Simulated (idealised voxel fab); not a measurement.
Title: Process Module voxel gate over fins
The cross-section shown here is cut; it is 285 nm wide and divided into square cells measuring 5 nm on a side.
Throughout this document, each cross-section is represented as a grid of square cells and is presented as a sequence of bands enumerated from the top downward, where a band comprises one or more rows of cells. For a band, the entry starts with two heights in nm, that of the top and then that of the bottom, and carries on with the band's materials in order from left to right, each alongside its width in nm; the word "throughout" beside a single material means it fills the band edge to edge, and "blank" means empty space. Below 0: as-received wafer, all one material; heights counted from there. Lowest band: no bottom, goes on down, written "0 -> down". A width given as "30->40" starts at the first number in the band's top row and ends at the second number in its bottom row, shifting by an equal amount at every step from row to row. "left unchanged" means the step left every cell of the cross-section as it was. Empty spaces counting at least 8 cells and having no open way to the top are listed in "Closed voids list". The notation width x height at distance is used for each, the distance being from the left edge and all three values in nm. Where a step's line continues beyond its settings, the continuation is a remark by the simulator itself on that step. "overlay nm" answers the question of how far to the right of plan the mask lay on a step that has a mask, and when it is negative the answer is to the left.
[Listed below are the process steps as planned]
step 1: op RECEIVE | material Si
step 2: op CONFORMAL_DEP | material SiN | thk nm 10
step 3: op MASKED_ETCH | tone cover | mask id FINS | width nm 15 | pitch nm 35 | etch materials SiN | depth nm 10 | overlay nm 0
step 4: op MASKED_ETCH | tone cover | mask id FINS | width nm 15 | pitch nm 35 | etch materials Si | depth nm 30 | overlay nm 0
step 5: op OXIDIZE | depth nm 5
step 6: op FILL_DEP | material SiO2 | thk nm 15
step 7: op CMP | height nm 10
step 8: op SELECTIVE_ETCH | etch materials SiO2 | depth nm 25
step 9: op STRIP | etch materials SiN
step 10: op CONFORMAL_DEP | material HfO2 | thk nm 5
step 11: op CONFORMAL_DEP | material TiN | thk nm 5
step 12: op CONFORMAL_DEP | material TiAl | thk nm 5
step 13: op CONFORMAL_DEP | material TiN | thk nm 5
step 14: op FILL_DEP | material W | thk nm 10
step 15: op CMP | height nm 25
step 16: op CONFORMAL_DEP | material SiN | thk nm 5
[Run as planned: first of two wafers]
[Cross-section of the wafer upon arrival, representing the state reached after step 1]
- 0 -> down = Si throughout
- Closed voids list: none
[Presented here is a cross-section of the wafer after step 2 has been performed]
- 10 -> 0 = SiN throughout
- All layers under 0 are left as they were.
[Presented here is a cross-section of the wafer after step 3 has been performed]
- 10 -> 0 = blank 115 nm, then SiN 15 nm, then blank 20 nm, then SiN 15 nm, then blank 120 nm
- All layers under 0 are left as they were.
[Presented here is a cross-section of the wafer after step 4 has been performed]
- 10 -> 0 = blank 115 nm, then SiN 15 nm, then blank 20 nm, then SiN 15 nm, then blank 120 nm
- 0 -> -30 = blank 115 nm, then Si 15 nm, then blank 20 nm, then Si 15 nm, then blank 120 nm
- All layers under -30 are left as they were.
[Presented here is a cross-section of the wafer after step 5 has been performed]
- 10 -> 0 = blank 115 nm, then SiN 15 nm, then blank 20 nm, then SiN 15 nm, then blank 120 nm
- 0 -> -30 = blank 115 nm, then SiO2 5 nm, then Si 5 nm, then SiO2 5 nm, then blank 20 nm, then SiO2 5 nm, then Si 5 nm, then SiO2 5 nm, then blank 120 nm
- -30 -> -35 = SiO2 120 nm, then Si 5 nm, then SiO2 30 nm, then Si 5 nm, then SiO2 125 nm
- All layers under -35 are left as they were.
[Presented here is a cross-section of the wafer after step 6 has been performed]
- 25 -> 10 = SiO2 throughout
- 10 -> 0 = SiO2 115 nm, then SiN 15 nm, then SiO2 20 nm, then SiN 15 nm, then SiO2 120 nm
- 0 -> -35 = SiO2 120 nm, then Si 5 nm, then SiO2 30 nm, then Si 5 nm, then SiO2 125 nm
- All layers under -35 are left as they were.
[Presented here is a cross-section of the wafer after step 7 has been performed]
- 10 -> 0 = SiO2 115 nm, then SiN 15 nm, then SiO2 20 nm, then SiN 15 nm, then SiO2 120 nm
- All layers under 0 are left as they were.
[Presented here is a cross-section of the wafer after step 8 has been performed]
- 10 -> 0 = blank 115 nm, then SiN 15 nm, then blank 20 nm, then SiN 15 nm, then blank 120 nm
- 0 -> -15 = blank 120 nm, then Si 5 nm, then blank 30 nm, then Si 5 nm, then blank 125 nm
- All layers under -15 are left as they were.
[Presented here is a cross-section of the wafer after step 9 has been performed]
- 0 -> -15 = blank 120 nm, then Si 5 nm, then blank 30 nm, then Si 5 nm, then blank 125 nm
- All layers under -15 are left as they were.
[Presented here is a cross-section of the wafer after step 10 has been performed]
- 5 -> 0 = blank 115 nm, then HfO2 15 nm, then blank 20 nm, then HfO2 15 nm, then blank 120 nm
- 0 -> -10 = blank 115 nm, then HfO2 5 nm, then Si 5 nm, then HfO2 5 nm, then blank 20 nm, then HfO2 5 nm, then Si 5 nm, then HfO2 5 nm, then blank 120 nm
- -10 -> -15 = HfO2 120 nm, then Si 5 nm, then HfO2 30 nm, then Si 5 nm, then HfO2 125 nm
- All layers under -15 are left as they were.
[Presented here is a cross-section of the wafer after step 11 has been performed]
- 10 -> 5 = blank 110 nm, then TiN 25 nm, then blank 10 nm, then TiN 25 nm, then blank 115 nm
- 5 -> 0 = blank 110 nm, then TiN 5 nm, then HfO2 15 nm, then TiN 5 nm, then blank 10 nm, then TiN 5 nm, then HfO2 15 nm, then TiN 5 nm, then blank 115 nm
- 0 -> -5 = blank 110 nm, then TiN 5 nm, then HfO2 5 nm, then Si 5 nm, then HfO2 5 nm, then TiN 5 nm, then blank 10 nm, then TiN 5 nm, then HfO2 5 nm, then Si 5 nm, then HfO2 5 nm, then TiN 5 nm, then blank 115 nm
- -5 -> -10 = TiN 115 nm, then HfO2 5 nm, then Si 5 nm, then HfO2 5 nm, then TiN 20 nm, then HfO2 5 nm, then Si 5 nm, then HfO2 5 nm, then TiN 120 nm
- All layers under -10 are left as they were.
[Presented here is a cross-section of the wafer after step 12 has been performed]
- 15 -> 10 = blank 105 nm, then TiAl 70 nm, then blank 110 nm
- 10 -> 5 = blank 105 nm, then TiAl 5 nm, then TiN 25 nm, then TiAl 10 nm, then TiN 25 nm, then TiAl 5 nm, then blank 110 nm
- 5 -> 0 = blank 105 nm, then TiAl 5 nm, then TiN 5 nm, then HfO2 15 nm, then TiN 5 nm, then TiAl 10 nm, then TiN 5 nm, then HfO2 15 nm, then TiN 5 nm, then TiAl 5 nm, then blank 110 nm
- 0 -> -5 = TiAl 110 nm, then TiN 5 nm, then HfO2 5 nm, then Si 5 nm, then HfO2 5 nm, then TiN 5 nm, then TiAl 10 nm, then TiN 5 nm, then HfO2 5 nm, then Si 5 nm, then HfO2 5 nm, then TiN 5 nm, then TiAl 115 nm
- All layers under -5 are left as they were.
[Presented here is a cross-section of the wafer after step 13 has been performed]
- 20 -> 15 = blank 100 nm, then TiN 80 nm, then blank 105 nm
- 15 -> 10 = blank 100 nm, then TiN 5 nm, then TiAl 70 nm, then TiN 5 nm, then blank 105 nm
- 10 -> 5 = blank 100 nm, then TiN 5 nm, then TiAl 5 nm, then TiN 25 nm, then TiAl 10 nm, then TiN 25 nm, then TiAl 5 nm, then TiN 5 nm, then blank 105 nm
- 5 -> 0 = TiN 105 nm, then TiAl 5 nm, then TiN 5 nm, then HfO2 15 nm, then TiN 5 nm, then TiAl 10 nm, then TiN 5 nm, then HfO2 15 nm, then TiN 5 nm, then TiAl 5 nm, then TiN 110 nm
- All layers under 0 are left as they were.
[Presented here is a cross-section of the wafer after step 14 has been performed]
- 30 -> 20 = W throughout
- 20 -> 15 = W 100 nm, then TiN 80 nm, then W 105 nm
- 15 -> 10 = W 100 nm, then TiN 5 nm, then TiAl 70 nm, then TiN 5 nm, then W 105 nm
- 10 -> 5 = W 100 nm, then TiN 5 nm, then TiAl 5 nm, then TiN 25 nm, then TiAl 10 nm, then TiN 25 nm, then TiAl 5 nm, then TiN 5 nm, then W 105 nm
- All layers under 5 are left as they were.
[Presented here is a cross-section of the wafer after step 15 has been performed]
- 25 -> 20 = W throughout
- All layers under 20 are left as they were.
[Presented here is a cross-section of the wafer after step 16 has been performed]
- 30 -> 25 = SiN throughout
- All layers under 25 are left as they were.
[Okay, second wafer. Nothing different at the start, nothing different in the plan, just one mistake somewhere in the running. As far as step 9, counting that step, it's the first wafer all over again]
Cross-section of the second wafer at the time step 10 of the plan should have ended: left unchanged
[Cross-section of the second wafer at the time step 11 of the plan should have ended]
- 5 -> 0 = blank 115 nm, then TiN 15 nm, then blank 20 nm, then TiN 15 nm, then blank 120 nm
- 0 -> -10 = blank 115 nm, then TiN 5 nm, then Si 5 nm, then TiN 5 nm, then blank 20 nm, then TiN 5 nm, then Si 5 nm, then TiN 5 nm, then blank 120 nm
- -10 -> -15 = TiN 120 nm, then Si 5 nm, then TiN 30 nm, then Si 5 nm, then TiN 125 nm
- All layers under -15 are left as they were.
[Cross-section of the second wafer at the time step 12 of the plan should have ended]
- 10 -> 5 = blank 110 nm, then TiAl 25 nm, then blank 10 nm, then TiAl 25 nm, then blank 115 nm
- 5 -> 0 = blank 110 nm, then TiAl 5 nm, then TiN 15 nm, then TiAl 5 nm, then blank 10 nm, then TiAl 5 nm, then TiN 15 nm, then TiAl 5 nm, then blank 115 nm
- 0 -> -5 = blank 110 nm, then TiAl 5 nm, then TiN 5 nm, then Si 5 nm, then TiN 5 nm, then TiAl 5 nm, then blank 10 nm, then TiAl 5 nm, then TiN 5 nm, then Si 5 nm, then TiN 5 nm, then TiAl 5 nm, then blank 115 nm
- -5 -> -10 = TiAl 115 nm, then TiN 5 nm, then Si 5 nm, then TiN 5 nm, then TiAl 20 nm, then TiN 5 nm, then Si 5 nm, then TiN 5 nm, then TiAl 120 nm
- All layers under -10 are left as they were.
[Cross-section of the second wafer at the time step 13 of the plan should have ended]
- 15 -> 10 = blank 105 nm, then TiN 70 nm, then blank 110 nm
- 10 -> 5 = blank 105 nm, then TiN 5 nm, then TiAl 25 nm, then TiN 10 nm, then TiAl 25 nm, then TiN 5 nm, then blank 110 nm
- 5 -> 0 = blank 105 nm, then TiN 5 nm, then TiAl 5 nm, then TiN 15 nm, then TiAl 5 nm, then TiN 10 nm, then TiAl 5 nm, then TiN 15 nm, then TiAl 5 nm, then TiN 5 nm, then blank 110 nm
- 0 -> -5 = TiN 110 nm, then TiAl 5 nm, then TiN 5 nm, then Si 5 nm, then TiN 5 nm, then TiAl 5 nm, then TiN 10 nm, then TiAl 5 nm, then TiN 5 nm, then Si 5 nm, then TiN 5 nm, then TiAl 5 nm, then TiN 115 nm
- All layers under -5 are left as they were.
[Cross-section of the second wafer at the time step 14 of the plan should have ended]
- 25 -> 15 = W throughout
- 15 -> 10 = W 105 nm, then TiN 70 nm, then W 110 nm
- 10 -> 5 = W 105 nm, then TiN 5 nm, then TiAl 25 nm, then TiN 10 nm, then TiAl 25 nm, then TiN 5 nm, then W 110 nm
- 5 -> 0 = W 105 nm, then TiN 5 nm, then TiAl 5 nm, then TiN 15 nm, then TiAl 5 nm, then TiN 10 nm, then TiAl 5 nm, then TiN 15 nm, then TiAl 5 nm, then TiN 5 nm, then W 110 nm
- All layers under 0 are left as they were.
Cross-section of the second wafer at the time step 15 of the plan should have ended: left unchanged
[Cross-section of the second wafer at the time step 16 of the plan should have ended]
- 30 -> 25 = SiN throughout
- All layers under 25 are left as they were.
Misprocessing identified: the plan's step 10 went unexecuted, having been skipped
End check, counted in cells, second wafer has more or fewer of these materials than the first: HfO2: 69 fewer; TiN: 6 more; W: 63 more
